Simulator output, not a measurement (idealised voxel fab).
Process module, titled voxel gate over fins
For reference, the cross-section in this document is cut, with width 165 nm and square cells of 5 nm.
A cross-section is written here as square cells arranged in a grid, and it is given in bands from the top down, each band taking up one or more rows of cells.
Within each band entry, the heights of the top and of the bottom of the band appear first, in that order and in nm; the materials of the band then follow from left to right, each with its corresponding width in nm. The designation "edge to edge" on a single material indicates that it fills the band from edge to edge; the designation "blank" indicates empty space.
Heights are expressed relative to 0, this being the level below which the as-received wafer comprises one material exclusively. The lowest band is unbounded in the downward direction and is denoted as in "0 nm and below".
Quick explanation for "30->40": the width changes in equal steps down the rows of cells, from the first number in the band's top row to the second number in its bottom row.
For the purposes of this document, the phrase "no change" attached to a step denotes that no cell within the cross-section was modified by that step.
"Closed empty spaces": sealed empty spaces, 8 cells or more, no open way to top, listed width x height at distance, with distance from the left edge and width, height and distance in nm.
On a step's line, text after the settings is the simulator commenting on that step.
For masked steps, "overlay nm" on the step line gives how far right of plan the mask actually lay; a minus sign means it lay to the left.
Below is the list of planned process steps
1) RECEIVE, material Si
2) CONFORMAL_DEP, material SiN, thk nm 5
3) MASKED_ETCH, tone cover, mask id FINS, width nm 15, pitch nm 55, etch materials SiN, depth nm 5, overlay nm 0
4) MASKED_ETCH, tone cover, mask id FINS, width nm 15, pitch nm 55, etch materials Si, depth nm 40, overlay nm 0
5) OXIDIZE, depth nm 5
6) FILL_DEP, material SiO2, thk nm 15
7) CMP, height nm 5
8) PATTERN, tone open, mask id RAIL, material resist, width nm 15, thk nm 15, overlay nm 0
9) DIRECTIONAL_ETCH, etch materials SiO2, depth nm 40
10) STRIP, etch materials resist
11) CONFORMAL_DEP, material TiN, thk nm 5
12) FILL_DEP, material W, thk nm 5
13) CMP, height nm 5
14) SELECTIVE_ETCH, etch materials W Ru TiN, depth nm 25
15) FILL_DEP, material SiO2, thk nm 5
16) CMP, height nm 5
17) SELECTIVE_ETCH, etch materials SiO2, depth nm 15
18) STRIP, etch materials SiN
19) CONFORMAL_DEP, material HfO2, thk nm 5
20) CONFORMAL_DEP, material TiN, thk nm 5
21) CONFORMAL_DEP, material TiAl, thk nm 5
22) CONFORMAL_DEP, material TiN, thk nm 5
23) FILL_DEP, material W, thk nm 15
24) CMP, height nm 30
25) CONFORMAL_DEP, material SiN, thk nm 5
So this is the incoming wafer in cross-section - it's already been through step 1
    0 nm and below  Si edge to edge
    Closed empty spaces: none
The cross-section shown corresponds to the wafer at the conclusion of the module. The initial structure and the process plan are those presented above; however, one mistake occurred in executing the plan
    35 nm to 30 nm  SiN edge to edge
    30 nm to 20 nm  W edge to edge
    20 nm to 15 nm  30 nm W | 45 nm TiN | 10 nm W | 45 nm TiN | 35 nm W
    15 nm to 10 nm  30 nm W | 5 nm TiN | 35 nm TiAl | 5 nm TiN | 10 nm W | 5 nm TiN | 35 nm TiAl | 5 nm TiN | 35 nm W
    10 nm to 5 nm  35 nm TiN | 5 nm TiAl | 25 nm TiN | 5 nm TiAl | 20 nm TiN | 5 nm TiAl | 25 nm TiN | 5 nm TiAl | 40 nm TiN
    5 nm to 0 nm  40 nm TiAl | 5 nm TiN | 15 nm HfO2 | 5 nm TiN | 30 nm TiAl | 5 nm TiN | 15 nm HfO2 | 5 nm TiN | 45 nm TiAl
    0 nm to -5 nm  45 nm TiN | 5 nm HfO2 | 5 nm Si | 5 nm HfO2 | 40 nm TiN | 5 nm HfO2 | 5 nm Si | 5 nm HfO2 | 50 nm TiN
    -5 nm to -10 nm  50 nm HfO2 | 5 nm Si | 50 nm HfO2 | 5 nm Si | 55 nm HfO2
    -10 nm to -20 nm  50 nm SiO2 | 5 nm Si | 50 nm SiO2 | 5 nm Si | 55 nm SiO2
    -20 nm to -30 nm  40 nm W | 5 nm TiN | 5 nm SiO2 | 5 nm Si | 5 nm SiO2 | 10 nm TiN | 15 nm SiO2 | 5 nm TiN | 5 nm W | 5 nm TiN | 5 nm SiO2 | 5 nm Si | 5 nm SiO2 | 5 nm TiN | 45 nm W
    -30 nm to -35 nm  45 nm TiN | 5 nm SiO2 | 5 nm Si | 5 nm SiO2 | 10 nm TiN | 15 nm SiO2 | 15 nm TiN | 5 nm SiO2 | 5 nm Si | 5 nm SiO2 | 50 nm TiN
    -35 nm to -45 nm  50 nm SiO2 | 5 nm Si | 50 nm SiO2 | 5 nm Si | 55 nm SiO2
    -45 nm and below  Si edge to edge
    Closed empty spaces: none
Finding, execution versus plan: not per plan at step 8, really ran PATTERN, tone cover, mask id RAIL, material resist, width nm 15, thk nm 15, overlay nm 0
